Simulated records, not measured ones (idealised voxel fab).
A process module follows: voxel ribs on slabs.
Square cell edge 5 nm, section width 175 nm, ID cut.
Think of the cross-section as a grid of square cells. We describe it in bands, top to bottom, and each band covers one or more rows of those cells. Per band: top height and bottom height in nm, followed by the left-to-right materials and their widths in nm; "throughout" marks a single material spanning edge to edge, "empty" marks empty space. We count height from 0. Below that, the starting wafer is all one material. The lowest band never ends at the bottom but goes on down; see "0 and below" for how that is written. Width spec "30..40" -> top row of cells at first value, bottom row at second value, equal per-row change in between. Take "same as before" at face value: in the step it is given for, the cross-section changed in none of its cells. Voids not open to the top, 8 cells minimum: see "Encapsulated voids". Written width x height at distance; distance is from the left edge; nm. Read whatever lies past the settings on a step's line as the simulator's own remark about the step. Steps that use a mask can have "overlay nm" on their line. It says how far the mask sat to the right of where it was meant to be. Negative means to the left.

[The planned process steps are enumerated hereunder]
1. RECEIVE with material Si
2. DIRECTIONAL_DEP with material SiO2, thk nm 20
3. DIRECTIONAL_DEP with material polySi, thk nm 15
4. PATTERN with tone cover, mask id RIB, material resist, width nm 30, thk nm 20, overlay nm 0
5. DIRECTIONAL_ETCH with etch materials polySi, depth nm 5
6. STRIP with etch materials resist
7. PATTERN with tone cover, mask id SLAB, material resist, width nm 90, thk nm 20, overlay nm 0
8. DIRECTIONAL_ETCH with etch materials polySi, depth nm 10
9. STRIP with etch materials resist
10. FILL_DEP with material SiO2, thk nm 30
11. CMP with height nm 55
12. DIRECTIONAL_DEP with material TiN, thk nm 10
13. PATTERN with tone cover, mask id HEATER, material resist, width nm 40, thk nm 20, overlay nm 0
14. DIRECTIONAL_ETCH with etch materials TiN, depth nm 10
15. STRIP with etch materials resist
16. CONFORMAL_DEP with material SiO2, thk nm 10

[Incoming wafer, cross-sectional view, post step 1]
> 0 and below: Si throughout
> Encapsulated voids: none

[Cross-section, first of two wafers, end of module, run as planned]
> 75 down to 65: 55 empty; 60 SiO2; 60 empty
> 65 down to 55: 65 SiO2; 40 TiN; 70 SiO2
> 55 down to 35: SiO2 throughout
> 35 down to 30: 70 SiO2; 30 polySi; 75 SiO2
> 30 down to 20: 40 SiO2; 90 polySi; 45 SiO2
> 20 down to 0: SiO2 throughout
> 0 and below: Si throughout
> Encapsulated voids: none

[Same start, same plan as the first wafer - but one mistake in the run. Cross-section of the second of the two at the end of the module]
> 75 down to 65: 60 empty; 55 SiO2; 60 empty
> 65 down to 55: 70 SiO2; 35 TiN; 70 SiO2
> 55 down to 35: SiO2 throughout
> 35 down to 30: 70 SiO2; 30 polySi; 75 SiO2
> 30 down to 20: 40 SiO2; 90 polySi; 45 SiO2
> 20 down to 0: SiO2 throughout
> 0 and below: Si throughout
> Encapsulated voids: none
Short version of what went wrong: step 13: run off-plan, actual operation and settings PATTERN with tone cover, mask id HEATER, material resist, width nm 35, thk nm 20, overlay nm 0
Bottom line after processing is that, in cells, the second wafer is up or down on some materials versus the first: -2 TiN
